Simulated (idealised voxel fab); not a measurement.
process module | voxel plated lines
cross-section cut | 245 nm wide | cells 5 nm
A cross-section is a grid of square cells, given in bands from the top down. A band is one or more rows of cells.
Each band's line starts with the height of the band's top and of its bottom, in nm. Then come its materials from left to right, each with its width in nm. One material with "throughout" fills the band from edge to edge. "air" is empty space.
Height 0 is the level under which the wafer as received is all one material. The lowest band goes on downwards, as in "0 down".
A width such as "30 to 40" changes by the same amount from each row of cells to the next, from the band's top row to its bottom row.
"no change" after a step means that no cell of the cross-section changed.
closed voids: empty space of 8 cells or more with no open way to the top, each as width x height at its distance from the left edge, in nm
after a step's settings: what the simulator itself notes on the step
overlay nm, on a step with a mask: how far to the right of its planned place the mask lay; to the left if negative
plan
1 op RECEIVE | material Si
2 op CONFORMAL_DEP | material SiO2 | thk nm 10
3 op DIRECTIONAL_DEP | material TiN | thk nm 5
4 op PATTERN | tone open | mask id LINES | material resist | width nm 25 | pitch nm 55 | thk nm 15 | overlay nm -15
5 op EPI | material Ru | thk nm 10
6 op STRIP | etch materials resist
7 op DIRECTIONAL_ETCH | etch materials TiN | depth nm 5
8 op CONFORMAL_DEP | material SiCN | thk nm 10
varied across the wafers: overlay nm of step 4. The plan shows the first wafer's value. All wafers start alike
first wafer as received, after step 1
  0 down: Si throughout
  closed voids: none
each wafer at the end: cells of each material gained (+) or lost (-) since it was received, then its closed voids
overlay nm -15 | +20 Ru | +122 SiCN | +98 SiO2 | +10 TiN | closed voids: none
overlay nm -10 | +20 Ru | +122 SiCN | +98 SiO2 | +10 TiN | closed voids: none
overlay nm -5 | +20 Ru | +122 SiCN | +98 SiO2 | +10 TiN | closed voids: none
overlay nm 0 | +20 Ru | +122 SiCN | +98 SiO2 | +10 TiN | closed voids: none
overlay nm 5 | +20 Ru | +122 SiCN | +98 SiO2 | +10 TiN | closed voids: none
overlay nm 10 | +20 Ru | +122 SiCN | +98 SiO2 | +10 TiN | closed voids: none
overlay nm 15 | +20 Ru | +122 SiCN | +98 SiO2 | +10 TiN | closed voids: none
